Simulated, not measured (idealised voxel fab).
process module | voxel local oxidation
Pictured: cross-section cut, 165 nm wide, on a grid of 5 nm square cells.
Cross-section format: a grid of square cells, given as bands from top to bottom; each band is one or more rows of cells.
In this notation a band is specified by the heights of its top and bottom, in that order and in nm, after which its materials appear from left to right, each paired with its width in nm. The word "all across" attached to a single material means that material fills the band from edge to edge; the word "air" stands for empty space.
For the purposes of this specification, 0 denotes the height below which the wafer in its as-received condition is composed wholly of one material, and the lowermost band, lacking a lower limit, extends downward without end, as expressed in "0 down".
The two numbers in a width such as "30->40" mark its ends across the band: the first belongs to the top row of cells, the second to the bottom row, and from each row to the next the width moves by the same amount.
The cross-section has no changed cell in any step marked "left unchanged".
The label "Fully closed voids" introduces a list of the empty spaces, 8 cells or larger, that have no open way up to the top; each entry in it reads width x height at distance, where the distance is taken from the left edge and all three are stated in nm.
Whatever follows a step's settings on its line is a remark the simulator itself makes about that step.
A step line may carry the setting "overlay nm", which, for steps involving a mask, states the distance by which the mask lay to the right of its intended position; negative values denote displacement to the left.

The steps planned for the process are as follows
1) RECEIVE (material Si)
2) OXIDIZE (depth nm 5)
3) CONFORMAL_DEP (material SiN; thk nm 10)
4) MASKED_ETCH (tone cover; mask id ACTIVE; width nm 110; etch materials SiN; depth nm 10; overlay nm 0)
5) SELECTIVE_ETCH (etch materials SiO2; depth nm 5)
6) OXIDIZE (depth nm 15)
7) STRIP (etch materials SiN)

The first wafer of two, processed as planned

Incoming wafer in cross-section (state: after step 1)
	0 down = Si all across
	Fully closed voids: none

The following cross-section depicts the wafer upon completion of step 2
	0 to -5 = SiO2 all across
	Lower than -5, everything is as it was.

The following cross-section depicts the wafer upon completion of step 3
	10 to 0 = SiN all across
	Lower than 0, everything is as it was.

The following cross-section depicts the wafer upon completion of step 4
	10 to 0 = 25 nm air / 110 nm SiN / 30 nm air
	Lower than 0, everything is as it was.

The following cross-section depicts the wafer upon completion of step 5
	10 to 0 = 25 nm air / 110 nm SiN / 30 nm air
	0 to -5 = 30 nm air / 100 nm SiO2 / 35 nm air
	Lower than -5, everything is as it was.

The following cross-section depicts the wafer upon completion of step 6
	10 to 0 = 25 nm air / 110 nm SiN / 30 nm air
	0 to -5 = 30 nm air / 100 nm SiO2 / 35 nm air
	-5 to -20 = 45 nm SiO2 / 70 nm Si / 50 nm SiO2
	Lower than -20, everything is as it was.

The following cross-section depicts the wafer upon completion of step 7
	0 to -5 = 30 nm air / 100 nm SiO2 / 35 nm air
	Lower than -5, everything is as it was.

Second wafer. Start and plan as for the first. One mistake made in running. Agrees with the first up to and including step 6

Second wafer shown in cross-section at the time step 7 was slated to end
	0 to -5 = 30 nm air / 100 nm SiO2 / 35 nm air
	Lower than -5, everything is as it was.
Nonconformance to the process plan: step 7 of the plan was twice carried out
The two wafers wind up with the same cross-section at the end, so whatever this model computes is the same despite the mistake.
